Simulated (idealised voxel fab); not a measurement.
process module | voxel self aligned contacts
cross-section cut | 150 nm wide | cells 5 nm
A cross-section is a grid of square cells, given in bands from the top down. A band is one or more rows of cells.
Each band's line starts with the height of the band's top and of its bottom, in nm. Then come its materials from left to right, each with its width in nm. One material with "throughout" fills the band from edge to edge. "air" is empty space.
Height 0 is the level under which the wafer as received is all one material. The lowest band goes on downwards, as in "0 down".
A width such as "30 to 40" changes by the same amount from each row of cells to the next, from the band's top row to its bottom row.
"no change" after a step means that no cell of the cross-section changed.
closed voids: empty space of 8 cells or more with no open way to the top, each as width x height at its distance from the left edge, in nm
after a step's settings: what the simulator itself notes on the step
overlay nm, on a step with a mask: how far to the right of its planned place the mask lay; to the left if negative
plan
1 op RECEIVE | material Si
2 op OXIDIZE | depth nm 5
3 op DIRECTIONAL_DEP | material polySi | thk nm 20
4 op DIRECTIONAL_DEP | material SiN | thk nm 20
5 op MASKED_ETCH | tone cover | mask id GATE | width nm 35 | pitch nm 80 | etch materials SiN | depth nm 20 | overlay nm 0
6 op MASKED_ETCH | tone cover | mask id GATE | width nm 35 | pitch nm 80 | etch materials polySi | depth nm 20 | overlay nm 0
7 op CONFORMAL_DEP | material SiN | thk nm 10
8 op DIRECTIONAL_ETCH | etch materials SiN | depth nm 10
9 op FILL_DEP | material SiO2 | thk nm 10
10 op CMP | height nm 45
11 op DIRECTIONAL_DEP | material aC | thk nm 10
12 op PATTERN | tone open | mask id CONTACT | material resist | width nm 65 | thk nm 30 | overlay nm 0
13 op DIRECTIONAL_ETCH | etch materials aC | depth nm 10
14 op STRIP | etch materials resist
15 op DIRECTIONAL_ETCH | etch materials SiO2 | depth nm 50
16 op STRIP | etch materials aC
17 op CONFORMAL_DEP | material TiN | thk nm 5
18 op FILL_DEP | material W | thk nm 10
19 op CMP | height nm 45
20 op CONFORMAL_DEP | material SiN | thk nm 5
first wafer, as planned
as received, after step 1
  0 down: Si throughout
  closed voids: none
after step 2
  0 to -5: SiO2 throughout
  below -5: unchanged
after step 3
  20 to 0: polySi throughout
  below 0: unchanged
after step 4
  40 to 20: SiN throughout
  below 20: unchanged
after step 5
  40 to 20: air 15 | SiN 35 | air 45 | SiN 35 | air 20
  below 20: unchanged
after step 6
  40 to 20: air 15 | SiN 35 | air 45 | SiN 35 | air 20
  20 to 0: air 15 | polySi 35 | air 45 | polySi 35 | air 20
  below 0: unchanged
after step 7
  50 to 20: air 5 | SiN 55 | air 25 | SiN 55 | air 10
  20 to 10: air 5 | SiN 10 | polySi 35 | SiN 10 | air 25 | SiN 10 | polySi 35 | SiN 10 | air 10
  10 to 0: SiN 15 | polySi 35 | SiN 45 | polySi 35 | SiN 20
  below 0: unchanged
after step 8
  40 to 20: air 5 | SiN 55 | air 25 | SiN 55 | air 10
  20 to 0: air 5 | SiN 10 | polySi 35 | SiN 10 | air 25 | SiN 10 | polySi 35 | SiN 10 | air 10
  below 0: unchanged
after step 9
  50 to 40: SiO2 throughout
  40 to 20: SiO2 5 | SiN 55 | SiO2 25 | SiN 55 | SiO2 10
  20 to 0: SiO2 5 | SiN 10 | polySi 35 | SiN 10 | SiO2 25 | SiN 10 | polySi 35 | SiN 10 | SiO2 10
  below 0: unchanged
after step 10
  45 to 40: SiO2 throughout
  below 40: unchanged
after step 11
  55 to 45: aC throughout
  below 45: unchanged
after step 12
  85 to 55: resist 40 | air 65 | resist 45
  below 55: unchanged
after step 13
  75 to 55: resist 40 | air 65 | resist 45
  55 to 45: aC 40 | air 65 | aC 45
  below 45: unchanged
after step 14
  55 to 45: aC 40 | air 65 | aC 45
  below 45: unchanged
after step 15
  55 to 45: aC 40 | air 65 | aC 45
  45 to 40: SiO2 40 | air 65 | SiO2 45
  40 to 20: SiO2 5 | SiN 55 | air 25 | SiN 55 | SiO2 10
  20 to 0: SiO2 5 | SiN 10 | polySi 35 | SiN 10 | air 25 | SiN 10 | polySi 35 | SiN 10 | SiO2 10
  0 to -5: SiO2 60 | air 25 | SiO2 65
  below -5: unchanged
after step 16
  45 to 40: SiO2 40 | air 65 | SiO2 45
  below 40: unchanged
after step 17
  50 to 45: TiN 45 | air 55 | TiN 50
  45 to 40: SiO2 40 | TiN 25 | air 15 | TiN 25 | SiO2 45
  40 to 20: SiO2 5 | SiN 55 | TiN 5 | air 15 | TiN 5 | SiN 55 | SiO2 10
  20 to 0: SiO2 5 | SiN 10 | polySi 35 | SiN 10 | TiN 5 | air 15 | TiN 5 | SiN 10 | polySi 35 | SiN 10 | SiO2 10
  0 to -5: SiO2 60 | TiN 25 | SiO2 65
  below -5: unchanged
after step 18
  60 to 50: W throughout
  50 to 45: TiN 45 | W 55 | TiN 50
  45 to 40: SiO2 40 | TiN 25 | W 15 | TiN 25 | SiO2 45
  40 to 20: SiO2 5 | SiN 55 | TiN 5 | W 15 | TiN 5 | SiN 55 | SiO2 10
  20 to 0: SiO2 5 | SiN 10 | polySi 35 | SiN 10 | TiN 5 | W 15 | TiN 5 | SiN 10 | polySi 35 | SiN 10 | SiO2 10
  below 0: unchanged
after step 19
  45 to 40: SiO2 40 | TiN 25 | W 15 | TiN 25 | SiO2 45
  below 40: unchanged
after step 20
  50 to 45: SiN throughout
  below 45: unchanged
second wafer: like start, like plan, one mistake. Through step 4 it matches the first wafer
when step 5 should have ended
  40 to 30: air 15 | SiN 35 | air 45 | SiN 35 | air 20
  below 30: unchanged
when step 6 should have ended: no change
when step 7 should have ended
  50 to 40: air 5 | SiN 55 | air 25 | SiN 55 | air 10
  40 to 20: SiN throughout
  below 20: unchanged
when step 8 should have ended
  40 to 30: air 5 | SiN 55 | air 25 | SiN 55 | air 10
  below 30: unchanged
when step 9 should have ended
  50 to 40: SiO2 throughout
  40 to 30: SiO2 5 | SiN 55 | SiO2 25 | SiN 55 | SiO2 10
  below 30: unchanged
when step 10 should have ended
  45 to 40: SiO2 throughout
  below 40: unchanged
when step 11 should have ended
  55 to 45: aC throughout
  below 45: unchanged
when step 12 should have ended
  85 to 55: resist 40 | air 65 | resist 45
  below 55: unchanged
when step 13 should have ended
  75 to 55: resist 40 | air 65 | resist 45
  55 to 45: aC 40 | air 65 | aC 45
  below 45: unchanged
when step 14 should have ended
  55 to 45: aC 40 | air 65 | aC 45
  below 45: unchanged
when step 15 should have ended
  55 to 45: aC 40 | air 65 | aC 45
  45 to 40: SiO2 40 | air 65 | SiO2 45
  40 to 30: SiO2 5 | SiN 55 | air 25 | SiN 55 | SiO2 10
  below 30: unchanged
when step 16 should have ended
  45 to 40: SiO2 40 | air 65 | SiO2 45
  below 40: unchanged
when step 17 should have ended
  50 to 45: TiN 45 | air 55 | TiN 50
  45 to 40: SiO2 40 | TiN 25 | air 15 | TiN 25 | SiO2 45
  40 to 35: SiO2 5 | SiN 55 | TiN 5 | air 15 | TiN 5 | SiN 55 | SiO2 10
  35 to 30: SiO2 5 | SiN 55 | TiN 25 | SiN 55 | SiO2 10
  below 30: unchanged
when step 18 should have ended
  60 to 50: W throughout
  50 to 45: TiN 45 | W 55 | TiN 50
  45 to 40: SiO2 40 | TiN 25 | W 15 | TiN 25 | SiO2 45
  40 to 35: SiO2 5 | SiN 55 | TiN 5 | W 15 | TiN 5 | SiN 55 | SiO2 10
  below 35: unchanged
when step 19 should have ended
  45 to 40: SiO2 40 | TiN 25 | W 15 | TiN 25 | SiO2 45
  below 40: unchanged
when step 20 should have ended
  50 to 45: SiN throughout
  below 45: unchanged
what went wrong: step 5 ran as: op MASKED_ETCH | tone cover | mask id GATE | width nm 35 | pitch nm 80 | etch materials SiN | depth nm 10 | overlay nm 0
at the end the second wafer has, in cells: 16 fewer of SiN | 13 fewer of SiO2 | 14 fewer of TiN | 21 fewer of W | 64 more of polySi
